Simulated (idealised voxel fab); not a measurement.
This is a process module. Its name is voxel capacitor over wiring.
The figure presents cross-section cut, which has a width of 235 nm and is divided into square cells with an edge length of 5 nm.
Bands, listed from the top down, are how a cross-section gets written in this document; the cross-section itself is a grid of square cells, and a band is one or more rows of them.
First you get the band's top height and its bottom height, in nm, and then the materials it's made of, left to right, with each width in nm. If you see a single material with "edge to edge", that one covers the band edge to edge. "air" is empty space.
Where do heights start? At 0: under that level the wafer as delivered is made of one material only. And the lowest band has no floor; it just carries on downward, as in "top 0, no bottom".
The two numbers in a width such as "30 to 40" mark its ends across the band: the first belongs to the top row of cells, the second to the bottom row, and from each row to the next the width moves by the same amount.
Key: "nothing different" - step with no changed cell in the cross-section.
The entry titled "Enclosed internal cavities" provides the empty spaces that have no open way to the top, restricted to those of 8 cells or more. Each is presented as width x height at distance, the distance being measured from the left edge, with all three in nm.
On a step's line, text after the settings is the simulator commenting on that step.
For masked steps, "overlay nm" on the step line gives how far right of plan the mask actually lay; a minus sign means it lay to the left.
Read the rest as pairs. Take the cross-section before one process step, then the cross-section after it, which shows only down to the lowest band that changed. Under the pair, find the step between them and its settings. Bear in mind that pairs may come from different runs of this module on the same starting wafer: link a pair to the pair above it only where its entry headed "before" says to.

**before**
	top 75, bottom 70 | air (70) | TiN (65) | air (100)
	top 70, bottom 65 | air (70) | HfO2 (65) | air (100)
	top 65, bottom 60 | TiN edge to edge
	top 60, bottom 45 | SiO2 (70) | TiN (5) | Ru (5) | TiN (5) | SiO2 (150)
	top 45, bottom 40 | SiCN (70) | TiN (15) | SiCN (150)
	top 40, bottom 35 | lowk (60) | TiN (5) | Cu (15) | TiN (5) | lowk (60) | TiN (5) | Cu (15) | TiN (5) | lowk (65)
	top 35, bottom 30 | SiCN (60) | TiN (25) | SiCN (60) | TiN (25) | SiCN (65)
	top 30, bottom 0 | SiO2 edge to edge
	top 0, no bottom | Si edge to edge
	Enclosed internal cavities: none

**Post-Step Appearance**
	top 75, bottom 70 | air (70) | TiN (65) | air (100)
	top 70, bottom 65 | air (70) | HfO2 (65) | air (100)
	top 65, bottom 60 | air (65) | TiN (75) | air (95)
	Lower than 60, everything is as it was.
	Enclosed internal cavities: none
In between the before and after cross-sections above, the step is MASKED_ETCH,tone cover,mask id LOWER_PLATE,width nm 75,etch materials TiN,depth nm 5,overlay nm 0

before: Please consult the pair immediately above; the cross-section it shows after its step is the state before this step.

**Post-Step Appearance**
	top 90, bottom 75 | SiO2 edge to edge
	top 75, bottom 70 | SiO2 (70) | TiN (65) | SiO2 (100)
	top 70, bottom 65 | SiO2 (70) | HfO2 (65) | SiO2 (100)
	top 65, bottom 60 | SiO2 (65) | TiN (75) | SiO2 (95)
	Lower than 60, everything is as it was.
	Enclosed internal cavities: none
In between the before and after cross-sections above, the step is FILL_DEP,material SiO2,thk nm 15

before: Please consult the pair immediately above; the cross-section it shows after its step is the state before this step.

**Post-Step Appearance**
	top 85, bottom 75 | SiO2 edge to edge
	Lower than 75, everything is as it was.
	Enclosed internal cavities: none
In between the before and after cross-sections above, the step is CMP,height nm 85

before: Please consult the pair immediately above; the cross-section it shows after its step is the state before this step.

**Post-Step Appearance**
	top 105, bottom 85 | resist (80) | air (15) | resist (140)
	Lower than 85, everything is as it was.
	Enclosed internal cavities: none
In between the before and after cross-sections above, the step is PATTERN,tone open,mask id PLUG_2,material resist,width nm 15,thk nm 20,overlay nm 0

before: Please consult the pair immediately above; the cross-section it shows after its step is the state before this step.

**Post-Step Appearance**
	top 105, bottom 85 | resist (80) | air (15) | resist (140)
	top 85, bottom 75 | SiO2 (80) | air (15) | SiO2 (140)
	Lower than 75, everything is as it was.
	Enclosed internal cavities: none
In between the before and after cross-sections above, the step is DIRECTIONAL_ETCH,etch materials SiO2,depth nm 10

before: Please consult the pair immediately above; the cross-section it shows after its step is the state before this step.

**Post-Step Appearance**
	top 85, bottom 75 | SiO2 (80) | air (15) | SiO2 (140)
	Lower than 75, everything is as it was.
	Enclosed internal cavities: none
In between the before and after cross-sections above, the step is STRIP,etch materials resist

before: Please consult the pair immediately above; the cross-section it shows after its step is the state before this step.

**Post-Step Appearance**
	top 90, bottom 85 | TiN (85) | air (5) | TiN (145)
	top 85, bottom 80 | SiO2 (80) | TiN (5) | air (5) | TiN (5) | SiO2 (140)
	top 80, bottom 70 | SiO2 (80 to 70) | TiN (15 to 65) | SiO2 (140 to 100)
	Lower than 70, everything is as it was.
	Enclosed internal cavities: none
In between the before and after cross-sections above, the step is CONFORMAL_DEP,material TiN,thk nm 5

before: Please consult the pair immediately above; the cross-section it shows after its step is the state before this step.

**Post-Step Appearance**
	top 95, bottom 90 | W edge to edge
	top 90, bottom 85 | TiN (85) | W (5) | TiN (145)
	top 85, bottom 80 | SiO2 (80) | TiN (5) | W (5) | TiN (5) | SiO2 (140)
	Lower than 80, everything is as it was.
	Enclosed internal cavities: none
In between the before and after cross-sections above, the step is FILL_DEP,material W,thk nm 5

before: Please consult the pair immediately above; the cross-section it shows after its step is the state before this step.

**Post-Step Appearance**
	top 85, bottom 80 | SiO2 (80) | TiN (5) | W (5) | TiN (5) | SiO2 (140)
	Lower than 80, everything is as it was.
	Enclosed internal cavities: none
In between the before and after cross-sections above, the step is CMP,height nm 85

before: Please consult the pair immediately above; the cross-section it shows after its step is the state before this step.

**Post-Step Appearance**
	top 90, bottom 85 | SiN edge to edge
	Lower than 85, everything is as it was.
	Enclosed internal cavities: none
In between the before and after cross-sections above, the step is CONFORMAL_DEP,material SiN,thk nm 5

**before**
	top 40, bottom 20 | lowk (60) | TiN (5) | Cu (15) | TiN (5) | lowk (60) | TiN (5) | Cu (15) | TiN (5) | lowk (65)
	top 20, bottom 15 | SiCN (60) | TiN (25) | SiCN (60) | TiN (25) | SiCN (65)
	top 15, bottom 0 | SiO2 edge to edge
	top 0, no bottom | Si edge to edge
	Enclosed internal cavities: none

**Post-Step Appearance**
	top 55, bottom 40 | SiO2 edge to edge
	Lower than 40, everything is as it was.
	Enclosed internal cavities: none
In between the before and after cross-sections above, the step is DIRECTIONAL_DEP,material SiO2,thk nm 15

before: Please consult the pair immediately above; the cross-section it shows after its step is the state before this step.

**Post-Step Appearance**
	top 60, bottom 55 | SiCN edge to edge
	Lower than 55, everything is as it was.
	Enclosed internal cavities: none
In between the before and after cross-sections above, the step is CONFORMAL_DEP,material SiCN,thk nm 5

before: Please consult the pair immediately above; the cross-section it shows after its step is the state before this step.

**Post-Step Appearance**
	top 80, bottom 60 | resist (70) | air (15) | resist (150)
	Lower than 60, everything is as it was.
	Enclosed internal cavities: none
In between the before and after cross-sections above, the step is PATTERN,tone open,mask id PLUG_1,material resist,width nm 15,thk nm 20,overlay nm 0

before: Please consult the pair immediately above; the cross-section it shows after its step is the state before this step.

**Post-Step Appearance**
	top 80, bottom 60 | resist (70) | air (15) | resist (150)
	top 60, bottom 55 | SiCN (70) | air (15) | SiCN (150)
	Lower than 55, everything is as it was.
	Enclosed internal cavities: none
In between the before and after cross-sections above, the step is DIRECTIONAL_ETCH,etch materials SiCN,depth nm 5

before: Please consult the pair immediately above; the cross-section it shows after its step is the state before this step.

**Post-Step Appearance**
	top 60, bottom 55 | SiCN (70) | air (15) | SiCN (150)
	Lower than 55, everything is as it was.
	Enclosed internal cavities: none
In between the before and after cross-sections above, the step is STRIP,etch materials resist

before: Please consult the pair immediately above; the cross-section it shows after its step is the state before this step.

**Post-Step Appearance**
	top 65, bottom 60 | TiN (75) | air (5) | TiN (155)
	top 60, bottom 55 | SiCN (70) | TiN (15) | SiCN (150)
	Lower than 55, everything is as it was.
	Enclosed internal cavities: none
In between the before and after cross-sections above, the step is CONFORMAL_DEP,material TiN,thk nm 5

before: Please consult the pair immediately above; the cross-section it shows after its step is the state before this step.

**Post-Step Appearance**
	top 75, bottom 65 | Ru edge to edge
	top 65, bottom 60 | TiN (75) | Ru (5) | TiN (155)
	Lower than 60, everything is as it was.
	Enclosed internal cavities: none
In between the before and after cross-sections above, the step is FILL_DEP,material Ru,thk nm 10

before: Please consult the pair immediately above; the cross-section it shows after its step is the state before this step.

**Post-Step Appearance**
	top 60, bottom 55 | SiCN (70) | TiN (15) | SiCN (150)
	Lower than 55, everything is as it was.
	Enclosed internal cavities: none
In between the before and after cross-sections above, the step is CMP,height nm 60

before: Please consult the pair immediately above; the cross-section it shows after its step is the state before this step.

**Post-Step Appearance**
	top 65, bottom 60 | TiN edge to edge
	Lower than 60, everything is as it was.
	Enclosed internal cavities: none
In between the before and after cross-sections above, the step is DIRECTIONAL_DEP,material TiN,thk nm 5

before: Please consult the pair immediately above; the cross-section it shows after its step is the state before this step.

**Post-Step Appearance**
	top 70, bottom 65 | HfO2 edge to edge
	Lower than 65, everything is as it was.
	Enclosed internal cavities: none
In between the before and after cross-sections above, the step is DIRECTIONAL_DEP,material HfO2,thk nm 5

before: Please consult the pair immediately above; the cross-section it shows after its step is the state before this step.

**Post-Step Appearance**
	top 75, bottom 70 | TiN edge to edge
	Lower than 70, everything is as it was.
	Enclosed internal cavities: none
In between the before and after cross-sections above, the step is DIRECTIONAL_DEP,material TiN,thk nm 5

before: Please consult the pair immediately above; the cross-section it shows after its step is the state before this step.

**Post-Step Appearance**
	top 95, bottom 75 | air (70) | resist (65) | air (100)
	Lower than 75, everything is as it was.
	Enclosed internal cavities: none
In between the before and after cross-sections above, the step is PATTERN,tone cover,mask id UPPER_PLATE,material resist,width nm 65,thk nm 20,overlay nm 0

before: Please consult the pair immediately above; the cross-section it shows after its step is the state before this step.

**Post-Step Appearance**
	top 95, bottom 75 | air (70) | resist (65) | air (100)
	top 75, bottom 70 | air (70) | TiN (65) | air (100)
	Lower than 70, everything is as it was.
	Enclosed internal cavities: none
In between the before and after cross-sections above, the step is DIRECTIONAL_ETCH,etch materials TiN,depth nm 5

before: Please consult the pair immediately above; the cross-section it shows after its step is the state before this step.

**Post-Step Appearance**
	top 95, bottom 75 | air (70) | resist (65) | air (100)
	top 75, bottom 70 | air (70) | TiN (65) | air (100)
	top 70, bottom 65 | air (70) | HfO2 (65) | air (100)
	Lower than 65, everything is as it was.
	Enclosed internal cavities: none
In between the before and after cross-sections above, the step is DIRECTIONAL_ETCH,etch materials HfO2,depth nm 5

before: Please consult the pair immediately above; the cross-section it shows after its step is the state before this step.

**Post-Step Appearance**
	top 75, bottom 70 | air (70) | TiN (65) | air (100)
	Lower than 70, everything is as it was.
	Enclosed internal cavities: none
In between the before and after cross-sections above, the step is STRIP,etch materials resist

before: Please consult the pair immediately above; the cross-section it shows after its step is the state before this step.

**Post-Step Appearance**
	top 75, bottom 70 | air (70) | TiN (65) | air (100)
	top 70, bottom 65 | air (70) | HfO2 (65) | air (100)
	top 65, bottom 60 | air (65) | TiN (75) | air (95)
	Lower than 60, everything is as it was.
	Enclosed internal cavities: none
In between the before and after cross-sections above, the step is MASKED_ETCH,tone cover,mask id LOWER_PLATE,width nm 75,etch materials TiN,depth nm 5,overlay nm 0

before: Please consult the pair immediately above; the cross-section it shows after its step is the state before this step.

**Post-Step Appearance**
	top 90, bottom 75 | SiO2 edge to edge
	top 75, bottom 70 | SiO2 (70) | TiN (65) | SiO2 (100)
	top 70, bottom 65 | SiO2 (70) | HfO2 (65) | SiO2 (100)
	top 65, bottom 60 | SiO2 (65) | TiN (75) | SiO2 (95)
	Lower than 60, everything is as it was.
	Enclosed internal cavities: none
In between the before and after cross-sections above, the step is FILL_DEP,material SiO2,thk nm 15

before: Please consult the pair immediately above; the cross-section it shows after its step is the state before this step.

**Post-Step Appearance**
	top 85, bottom 75 | SiO2 edge to edge
	Lower than 75, everything is as it was.
	Enclosed internal cavities: none
In between the before and after cross-sections above, the step is CMP,height nm 85

before: Please consult the pair immediately above; the cross-section it shows after its step is the state before this step.

**Post-Step Appearance**
	top 105, bottom 85 | resist (80) | air (15) | resist (140)
	Lower than 85, everything is as it was.
	Enclosed internal cavities: none
In between the before and after cross-sections above, the step is PATTERN,tone open,mask id PLUG_2,material resist,width nm 15,thk nm 20,overlay nm 0

before: Please consult the pair immediately above; the cross-section it shows after its step is the state before this step.

**Post-Step Appearance**
	top 105, bottom 85 | resist (80) | air (15) | resist (140)
	top 85, bottom 75 | SiO2 (80) | air (15) | SiO2 (140)
	Lower than 75, everything is as it was.
	Enclosed internal cavities: none
In between the before and after cross-sections above, the step is DIRECTIONAL_ETCH,etch materials SiO2,depth nm 10

before: Please consult the pair immediately above; the cross-section it shows after its step is the state before this step.

**Post-Step Appearance**
	top 85, bottom 75 | SiO2 (80) | air (15) | SiO2 (140)
	Lower than 75, everything is as it was.
	Enclosed internal cavities: none
In between the before and after cross-sections above, the step is STRIP,etch materials resist

before: Please consult the pair immediately above; the cross-section it shows after its step is the state before this step.

**Post-Step Appearance**
	top 90, bottom 85 | TiN (85) | air (5) | TiN (145)
	top 85, bottom 80 | SiO2 (80) | TiN (5) | air (5) | TiN (5) | SiO2 (140)
	top 80, bottom 70 | SiO2 (80 to 70) | TiN (15 to 65) | SiO2 (140 to 100)
	Lower than 70, everything is as it was.
	Enclosed internal cavities: none
In between the before and after cross-sections above, the step is CONFORMAL_DEP,material TiN,thk nm 5

before: Please consult the pair immediately above; the cross-section it shows after its step is the state before this step.

**Post-Step Appearance**
	top 95, bottom 90 | W edge to edge
	top 90, bottom 85 | TiN (85) | W (5) | TiN (145)
	top 85, bottom 80 | SiO2 (80) | TiN (5) | W (5) | TiN (5) | SiO2 (140)
	Lower than 80, everything is as it was.
	Enclosed internal cavities: none
In between the before and after cross-sections above, the step is FILL_DEP,material W,thk nm 5

before: Please consult the pair immediately above; the cross-section it shows after its step is the state before this step.

**Post-Step Appearance**
	top 85, bottom 80 | SiO2 (80) | TiN (5) | W (5) | TiN (5) | SiO2 (140)
	Lower than 80, everything is as it was.
	Enclosed internal cavities: none
In between the before and after cross-sections above, the step is CMP,height nm 85

before: Please consult the pair immediately above; the cross-section it shows after its step is the state before this step.

**Post-Step Appearance**
	top 90, bottom 85 | SiN edge to edge
	Lower than 85, everything is as it was.
	Enclosed internal cavities: none
In between the before and after cross-sections above, the step is CONFORMAL_DEP,material SiN,thk nm 5

**before**
	top 75, bottom 65 | Ru edge to edge
	top 65, bottom 60 | TiN (75) | Ru (5) | TiN (155)
	top 60, bottom 45 | SiO2 (70) | TiN (5) | Ru (5) | TiN (5) | SiO2 (150)
	top 45, bottom 40 | SiCN (70) | TiN (15) | SiCN (150)
	top 40, bottom 20 | lowk (60) | TiN (5) | Cu (15) | TiN (5) | lowk (60) | TiN (5) | Cu (15) | TiN (5) | lowk (65)
	top 20, bottom 15 | SiCN (60) | TiN (25) | SiCN (60) | TiN (25) | SiCN (65)
	top 15, bottom 0 | SiO2 edge to edge
	top 0, no bottom | Si edge to edge
	Enclosed internal cavities: none

**Post-Step Appearance**
	top 55, bottom 45 | SiO2 (70) | TiN (5) | Ru (5) | TiN (5) | SiO2 (150)
	Lower than 45, everything is as it was.
	Enclosed internal cavities: none
In between the before and after cross-sections above, the step is CMP,height nm 55

before: Please consult the pair immediately above; the cross-section it shows after its step is the state before this step.

**Post-Step Appearance**
	top 60, bottom 55 | TiN edge to edge
	Lower than 55, everything is as it was.
	Enclosed internal cavities: none
In between the before and after cross-sections above, the step is DIRECTIONAL_DEP,material TiN,thk nm 5

before: Please consult the pair immediately above; the cross-section it shows after its step is the state before this step.

**Post-Step Appearance**
	top 65, bottom 60 | HfO2 edge to edge
	Lower than 60, everything is as it was.
	Enclosed internal cavities: none
In between the before and after cross-sections above, the step is DIRECTIONAL_DEP,material HfO2,thk nm 5

before: Please consult the pair immediately above; the cross-section it shows after its step is the state before this step.

**Post-Step Appearance**
	top 70, bottom 65 | TiN edge to edge
	Lower than 65, everything is as it was.
	Enclosed internal cavities: none
In between the before and after cross-sections above, the step is DIRECTIONAL_DEP,material TiN,thk nm 5

before: Please consult the pair immediately above; the cross-section it shows after its step is the state before this step.

**Post-Step Appearance**
	top 90, bottom 70 | air (70) | resist (65) | air (100)
	Lower than 70, everything is as it was.
	Enclosed internal cavities: none
In between the before and after cross-sections above, the step is PATTERN,tone cover,mask id UPPER_PLATE,material resist,width nm 65,thk nm 20,overlay nm 0

before: Please consult the pair immediately above; the cross-section it shows after its step is the state before this step.

**Post-Step Appearance**
	top 90, bottom 70 | air (70) | resist (65) | air (100)
	top 70, bottom 65 | air (70) | TiN (65) | air (100)
	Lower than 65, everything is as it was.
	Enclosed internal cavities: none
In between the before and after cross-sections above, the step is DIRECTIONAL_ETCH,etch materials TiN,depth nm 5

before: Please consult the pair immediately above; the cross-section it shows after its step is the state before this step.

**Post-Step Appearance**
	top 90, bottom 70 | air (70) | resist (65) | air (100)
	top 70, bottom 65 | air (70) | TiN (65) | air (100)
	top 65, bottom 60 | air (70) | HfO2 (65) | air (100)
	Lower than 60, everything is as it was.
	Enclosed internal cavities: none
In between the before and after cross-sections above, the step is DIRECTIONAL_ETCH,etch materials HfO2,depth nm 5

before: Please consult the pair immediately above; the cross-section it shows after its step is the state before this step.

**Post-Step Appearance**
	top 70, bottom 65 | air (70) | TiN (65) | air (100)
	Lower than 65, everything is as it was.
	Enclosed internal cavities: none
In between the before and after cross-sections above, the step is STRIP,etch materials resist

before: Please consult the pair immediately above; the cross-section it shows after its step is the state before this step.

**Post-Step Appearance**
	top 70, bottom 65 | air (70) | TiN (65) | air (100)
	top 65, bottom 60 | air (70) | HfO2 (65) | air (100)
	top 60, bottom 55 | air (65) | TiN (75) | air (95)
	Lower than 55, everything is as it was.
	Enclosed internal cavities: none
In between the before and after cross-sections above, the step is MASKED_ETCH,tone cover,mask id LOWER_PLATE,width nm 75,etch materials TiN,depth nm 5,overlay nm 0

before: Please consult the pair immediately above; the cross-section it shows after its step is the state before this step.

**Post-Step Appearance**
	top 85, bottom 70 | SiO2 edge to edge
	top 70, bottom 65 | SiO2 (70) | TiN (65) | SiO2 (100)
	top 65, bottom 60 | SiO2 (70) | HfO2 (65) | SiO2 (100)
	top 60, bottom 55 | SiO2 (65) | TiN (75) | SiO2 (95)
	Lower than 55, everything is as it was.
	Enclosed internal cavities: none
In between the before and after cross-sections above, the step is FILL_DEP,material SiO2,thk nm 15

before: Please consult the pair immediately above; the cross-section it shows after its step is the state before this step.

**Post-Step Appearance**
	top 105, bottom 85 | resist (80) | air (15) | resist (140)
	Lower than 85, everything is as it was.
	Enclosed internal cavities: none
In between the before and after cross-sections above, the step is PATTERN,tone open,mask id PLUG_2,material resist,width nm 15,thk nm 20,overlay nm 0

before: Please consult the pair immediately above; the cross-section it shows after its step is the state before this step.

**Post-Step Appearance**
	top 105, bottom 85 | resist (80) | air (15) | resist (140)
	top 85, bottom 75 | SiO2 (80) | air (15) | SiO2 (140)
	Lower than 75, everything is as it was.
	Enclosed internal cavities: none
In between the before and after cross-sections above, the step is DIRECTIONAL_ETCH,etch materials SiO2,depth nm 10

before: Please consult the pair immediately above; the cross-section it shows after its step is the state before this step.

**Post-Step Appearance**
	top 85, bottom 75 | SiO2 (80) | air (15) | SiO2 (140)
	Lower than 75, everything is as it was.
	Enclosed internal cavities: none
In between the before and after cross-sections above, the step is STRIP,etch materials resist

before: Please consult the pair immediately above; the cross-section it shows after its step is the state before this step.

**Post-Step Appearance**
	top 90, bottom 85 | TiN (85) | air (5) | TiN (145)
	top 85, bottom 80 | SiO2 (80) | TiN (5) | air (5) | TiN (5) | SiO2 (140)
	top 80, bottom 75 | SiO2 (80) | TiN (15) | SiO2 (140)
	Lower than 75, everything is as it was.
	Enclosed internal cavities: none
In between the before and after cross-sections above, the step is CONFORMAL_DEP,material TiN,thk nm 5

before: Please consult the pair immediately above; the cross-section it shows after its step is the state before this step.

**Post-Step Appearance**
	top 95, bottom 90 | W edge to edge
	top 90, bottom 85 | TiN (85) | W (5) | TiN (145)
	top 85, bottom 80 | SiO2 (80) | TiN (5) | W (5) | TiN (5) | SiO2 (140)
	Lower than 80, everything is as it was.
	Enclosed internal cavities: none
In between the before and after cross-sections above, the step is FILL_DEP,material W,thk nm 5

before: Please consult the pair immediately above; the cross-section it shows after its step is the state before this step.

**Post-Step Appearance**
	top 85, bottom 80 | SiO2 (80) | TiN (5) | W (5) | TiN (5) | SiO2 (140)
	Lower than 80, everything is as it was.
	Enclosed internal cavities: none
In between the before and after cross-sections above, the step is CMP,height nm 85

before: Please consult the pair immediately above; the cross-section it shows after its step is the state before this step.

**Post-Step Appearance**
	top 90, bottom 85 | SiN edge to edge
	Lower than 85, everything is as it was.
	Enclosed internal cavities: none
In between the before and after cross-sections above, the step is CONFORMAL_DEP,material SiN,thk nm 5

**before**
	top 85, bottom 75 | SiO2 edge to edge
	top 75, bottom 70 | SiO2 (70) | TiN (65) | SiO2 (100)
	top 70, bottom 65 | SiO2 (70) | HfO2 (65) | SiO2 (100)
	top 65, bottom 60 | SiO2 (65) | TiN (75) | SiO2 (95)
	top 60, bottom 45 | SiO2 (70) | TiN (5) | Ru (5) | TiN (5) | SiO2 (150)
	top 45, bottom 40 | SiCN (70) | TiN (15) | SiCN (150)
	top 40, bottom 20 | lowk (60) | TiN (5) | Cu (15) | TiN (5) | lowk (60) | TiN (5) | Cu (15) | TiN (5) | lowk (65)
	top 20, bottom 15 | SiCN (60) | TiN (25) | SiCN (60) | TiN (25) | SiCN (65)
	top 15, bottom 0 | SiO2 edge to edge
	top 0, no bottom | Si edge to edge
	Enclosed internal cavities: none

**Post-Step Appearance**
	top 105, bottom 85 | resist (80) | air (20) | resist (135)
	Lower than 85, everything is as it was.
	Enclosed internal cavities: none
In between the before and after cross-sections above, the step is PATTERN,tone open,mask id PLUG_2,material resist,width nm 20,thk nm 20,overlay nm 0

before: Please consult the pair immediately above; the cross-section it shows after its step is the state before this step.

**Post-Step Appearance**
	top 105, bottom 85 | resist (80) | air (20) | resist (135)
	top 85, bottom 75 | SiO2 (80) | air (20) | SiO2 (135)
	Lower than 75, everything is as it was.
	Enclosed internal cavities: none
In between the before and after cross-sections above, the step is DIRECTIONAL_ETCH,etch materials SiO2,depth nm 10

before: Please consult the pair immediately above; the cross-section it shows after its step is the state before this step.

**Post-Step Appearance**
	top 85, bottom 75 | SiO2 (80) | air (20) | SiO2 (135)
	Lower than 75, everything is as it was.
	Enclosed internal cavities: none
In between the before and after cross-sections above, the step is STRIP,etch materials resist

before: Please consult the pair immediately above; the cross-section it shows after its step is the state before this step.

**Post-Step Appearance**
	top 90, bottom 85 | TiN (85) | air (10) | TiN (140)
	top 85, bottom 80 | SiO2 (80) | TiN (5) | air (10) | TiN (5) | SiO2 (135)
	top 80, bottom 70 | SiO2 (80 to 70) | TiN (20 to 65) | SiO2 (135 to 100)
	Lower than 70, everything is as it was.
	Enclosed internal cavities: none
In between the before and after cross-sections above, the step is CONFORMAL_DEP,material TiN,thk nm 5

before: Please consult the pair immediately above; the cross-section it shows after its step is the state before this step.

**Post-Step Appearance**
	top 95, bottom 90 | W edge to edge
	top 90, bottom 85 | TiN (85) | W (10) | TiN (140)
	top 85, bottom 80 | SiO2 (80) | TiN (5) | W (10) | TiN (5) | SiO2 (135)
	Lower than 80, everything is as it was.
	Enclosed internal cavities: none
In between the before and after cross-sections above, the step is FILL_DEP,material W,thk nm 5

before: Please consult the pair immediately above; the cross-section it shows after its step is the state before this step.

**Post-Step Appearance**
	top 85, bottom 80 | SiO2 (80) | TiN (5) | W (10) | TiN (5) | SiO2 (135)
	Lower than 80, everything is as it was.
	Enclosed internal cavities: none
In between the before and after cross-sections above, the step is CMP,height nm 85

before: Please consult the pair immediately above; the cross-section it shows after its step is the state before this step.

**Post-Step Appearance**
	top 90, bottom 85 | SiN edge to edge
	Lower than 85, everything is as it was.
	Enclosed internal cavities: none
In between the before and after cross-sections above, the step is CONFORMAL_DEP,material SiN,thk nm 5

**before**
	top 75, bottom 70 | air (70) | TiN (65) | air (100)
	top 70, bottom 65 | air (70) | HfO2 (65) | air (100)
	top 65, bottom 60 | TiN edge to edge
	top 60, bottom 45 | SiO2 (70) | TiN (5) | Ru (5) | TiN (5) | SiO2 (150)
	top 45, bottom 40 | SiCN (70) | TiN (15) | SiCN (150)
	top 40, bottom 20 | lowk (60) | TiN (5) | Cu (15) | TiN (5) | lowk (60) | TiN (5) | Cu (15) | TiN (5) | lowk (65)
	top 20, bottom 15 | SiCN (60) | TiN (25) | SiCN (60) | TiN (25) | SiCN (65)
	top 15, bottom 0 | SiO2 edge to edge
	top 0, no bottom | Si edge to edge
	Enclosed internal cavities: none

**Post-Step Appearance**
	top 75, bottom 70 | air (70) | TiN (65) | air (100)
	top 70, bottom 65 | air (70) | HfO2 (65) | air (100)
	top 65, bottom 60 | air (60) | TiN (75) | air (100)
	Lower than 60, everything is as it was.
	Enclosed internal cavities: none
In between the before and after cross-sections above, the step is MASKED_ETCH,tone cover,mask id LOWER_PLATE,width nm 75,etch materials TiN,depth nm 5,overlay nm -5

before: Please consult the pair immediately above; the cross-section it shows after its step is the state before this step.

**Post-Step Appearance**
	top 90, bottom 75 | SiO2 edge to edge
	top 75, bottom 70 | SiO2 (70) | TiN (65) | SiO2 (100)
	top 70, bottom 65 | SiO2 (70) | HfO2 (65) | SiO2 (100)
	top 65, bottom 60 | SiO2 (60) | TiN (75) | SiO2 (100)
	Lower than 60, everything is as it was.
	Enclosed internal cavities: none
In between the before and after cross-sections above, the step is FILL_DEP,material SiO2,thk nm 15

before: Please consult the pair immediately above; the cross-section it shows after its step is the state before this step.

**Post-Step Appearance**
	top 85, bottom 75 | SiO2 edge to edge
	Lower than 75, everything is as it was.
	Enclosed internal cavities: none
In between the before and after cross-sections above, the step is CMP,height nm 85

before: Please consult the pair immediately above; the cross-section it shows after its step is the state before this step.

**Post-Step Appearance**
	top 105, bottom 85 | resist (80) | air (15) | resist (140)
	Lower than 85, everything is as it was.
	Enclosed internal cavities: none
In between the before and after cross-sections above, the step is PATTERN,tone open,mask id PLUG_2,material resist,width nm 15,thk nm 20,overlay nm 0

before: Please consult the pair immediately above; the cross-section it shows after its step is the state before this step.

**Post-Step Appearance**
	top 105, bottom 85 | resist (80) | air (15) | resist (140)
	top 85, bottom 75 | SiO2 (80) | air (15) | SiO2 (140)
	Lower than 75, everything is as it was.
	Enclosed internal cavities: none
In between the before and after cross-sections above, the step is DIRECTIONAL_ETCH,etch materials SiO2,depth nm 10

before: Please consult the pair immediately above; the cross-section it shows after its step is the state before this step.

**Post-Step Appearance**
	top 85, bottom 75 | SiO2 (80) | air (15) | SiO2 (140)
	Lower than 75, everything is as it was.
	Enclosed internal cavities: none
In between the before and after cross-sections above, the step is STRIP,etch materials resist

before: Please consult the pair immediately above; the cross-section it shows after its step is the state before this step.

**Post-Step Appearance**
	top 90, bottom 85 | TiN (85) | air (5) | TiN (145)
	top 85, bottom 80 | SiO2 (80) | TiN (5) | air (5) | TiN (5) | SiO2 (140)
	top 80, bottom 70 | SiO2 (80 to 70) | TiN (15 to 65) | SiO2 (140 to 100)
	Lower than 70, everything is as it was.
	Enclosed internal cavities: none
In between the before and after cross-sections above, the step is CONFORMAL_DEP,material TiN,thk nm 5

before: Please consult the pair immediately above; the cross-section it shows after its step is the state before this step.

**Post-Step Appearance**
	top 95, bottom 90 | W edge to edge
	top 90, bottom 85 | TiN (85) | W (5) | TiN (145)
	top 85, bottom 80 | SiO2 (80) | TiN (5) | W (5) | TiN (5) | SiO2 (140)
	Lower than 80, everything is as it was.
	Enclosed internal cavities: none
In between the before and after cross-sections above, the step is FILL_DEP,material W,thk nm 5

before: Please consult the pair immediately above; the cross-section it shows after its step is the state before this step.

**Post-Step Appearance**
	top 85, bottom 80 | SiO2 (80) | TiN (5) | W (5) | TiN (5) | SiO2 (140)
	Lower than 80, everything is as it was.
	Enclosed internal cavities: none
In between the before and after cross-sections above, the step is CMP,height nm 85

before: Please consult the pair immediately above; the cross-section it shows after its step is the state before this step.

**Post-Step Appearance**
	top 90, bottom 85 | SiN edge to edge
	Lower than 85, everything is as it was.
	Enclosed internal cavities: none
In between the before and after cross-sections above, the step is CONFORMAL_DEP,material SiN,thk nm 5

**before**
	top 85, bottom 75 | SiO2 (80) | air (15) | SiO2 (140)
	top 75, bottom 70 | SiO2 (70) | TiN (65) | SiO2 (100)
	top 70, bottom 65 | SiO2 (70) | HfO2 (65) | SiO2 (100)
	top 65, bottom 60 | SiO2 (65) | TiN (75) | SiO2 (95)
	top 60, bottom 45 | SiO2 (70) | TiN (5) | Ru (5) | TiN (5) | SiO2 (150)
	top 45, bottom 40 | SiCN (70) | TiN (15) | SiCN (150)
	top 40, bottom 20 | lowk (60) | TiN (5) | Cu (15) | TiN (5) | lowk (60) | TiN (5) | Cu (15) | TiN (5) | lowk (65)
	top 20, bottom 15 | SiCN (60) | TiN (25) | SiCN (60) | TiN (25) | SiCN (65)
	top 15, bottom 0 | SiO2 edge to edge
	top 0, no bottom | Si edge to edge
	Enclosed internal cavities: none

**Post-Step Appearance**
	top 90, bottom 85 | HfO2 (85) | air (5) | HfO2 (145)
	top 85, bottom 80 | SiO2 (80) | HfO2 (5) | air (5) | HfO2 (5) | SiO2 (140)
	top 80, bottom 75 | SiO2 (80) | HfO2 (15) | SiO2 (140)
	Lower than 75, everything is as it was.
	Enclosed internal cavities: none
In between the before and after cross-sections above, the step is CONFORMAL_DEP,material HfO2,thk nm 5

before: Please consult the pair immediately above; the cross-section it shows after its step is the state before this step.

**Post-Step Appearance**
	top 95, bottom 90 | W edge to edge
	top 90, bottom 85 | HfO2 (85) | W (5) | HfO2 (145)
	top 85, bottom 80 | SiO2 (80) | HfO2 (5) | W (5) | HfO2 (5) | SiO2 (140)
	Lower than 80, everything is as it was.
	Enclosed internal cavities: none
In between the before and after cross-sections above, the step is FILL_DEP,material W,thk nm 5

before: Please consult the pair immediately above; the cross-section it shows after its step is the state before this step.

**Post-Step Appearance**
	top 85, bottom 80 | SiO2 (80) | HfO2 (5) | W (5) | HfO2 (5) | SiO2 (140)
	Lower than 80, everything is as it was.
	Enclosed internal cavities: none
In between the before and after cross-sections above, the step is CMP,height nm 85
